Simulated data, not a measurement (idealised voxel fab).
This section sets out a process module, namely voxel local oxidation.
Cross-section cut spans 145 nm and uses square cells 5 nm in size.
Cross-section format: a grid of square cells, given as bands from top to bottom; each band is one or more rows of cells. Heads up on the band format: heights come first, top then bottom, in nm. After that it's the materials left to right, each with its width in nm. A single material flagged "everywhere" fills the whole band edge to edge, and "blank" means there's empty space there. Below 0: as-received wafer, all one material; heights counted from there. Lowest band: no bottom, goes on down, written "0 nm and below". Quick explanation for "30..40": the width changes in equal steps down the rows of cells, from the first number in the band's top row to the second number in its bottom row. Where a step carries "changes: none", the cross-section came out of it unchanged, cell for cell. This entry, "Enclosed void inventory", enumerates those empty regions of no fewer than 8 cells that possess no open connection to the top. Each region is reported in the form width x height at distance, the distance being taken from the left edge, with all three quantities expressed in nm. Step line, after settings: the simulator's comment on this step. overlay nm: on a step with a mask, how far right of its planned place the mask lay; negative means left.

Intended process steps
| 1 | RECEIVE with material Si |
| 2 | OXIDIZE with depth nm 5 |
| 3 | CONFORMAL_DEP with material SiN, thk nm 10 |
| 4 | MASKED_ETCH with tone cover, mask id ACTIVE, width nm 110, etch materials SiN, depth nm 10, overlay nm 0 |
| 5 | SELECTIVE_ETCH with etch materials SiO2, depth nm 5 |
| 6 | OXIDIZE with depth nm 15 |
| 7 | STRIP with etch materials SiN |

The first of two wafers, run as planned

as received, after step 1
> 0 nm and below  Si everywhere
> Enclosed void inventory: none

Cross-section: wafer state after step 2
> 0 nm to -5 nm  SiO2 everywhere
> Below -5, the layers are the same as they were.

Cross-section: wafer state after step 3
> 10 nm to 0 nm  SiN everywhere
> Below 0, the layers are the same as they were.

Cross-section: wafer state after step 4
> 10 nm to 0 nm  15 nm blank, 110 nm SiN, 20 nm blank
> Below 0, the layers are the same as they were.

Cross-section: wafer state after step 5
> 10 nm to 0 nm  15 nm blank, 110 nm SiN, 20 nm blank
> 0 nm to -5 nm  20 nm blank, 100 nm SiO2, 25 nm blank
> Below -5, the layers are the same as they were.

Cross-section: wafer state after step 6
> 10 nm to 0 nm  15 nm blank, 110 nm SiN, 20 nm blank
> 0 nm to -5 nm  20 nm blank, 100 nm SiO2, 25 nm blank
> -5 nm to -20 nm  35 nm SiO2, 70 nm Si, 40 nm SiO2
> Below -20, the layers are the same as they were.

Cross-section: wafer state after step 7
> 0 nm to -5 nm  20 nm blank, 100 nm SiO2, 25 nm blank
> Below -5, the layers are the same as they were.

Wafer two. Identical start, identical plan. One mistake in execution. Identical history through step 5

X-section, second wafer, when step 6 was due to finish
> 10 nm to 0 nm  15 nm blank, 110 nm SiN, 20 nm blank
> 0 nm to -5 nm  20 nm blank, 100 nm SiO2, 25 nm blank
> -5 nm to -20 nm  35 nm SiO2, 70 nm Si, 40 nm SiO2
> Below -20, the layers are the same as they were.

X-section, second wafer, when step 7 was due to finish
> 0 nm to -5 nm  20 nm blank, 100 nm SiO2, 25 nm blank
> Below -5, the layers are the same as they were.
The plan and the run diverged here: step 6 from the plan got run twice
Since the two wafers finish with cross-sections that are the same, nothing this model computes is changed by the mistake.
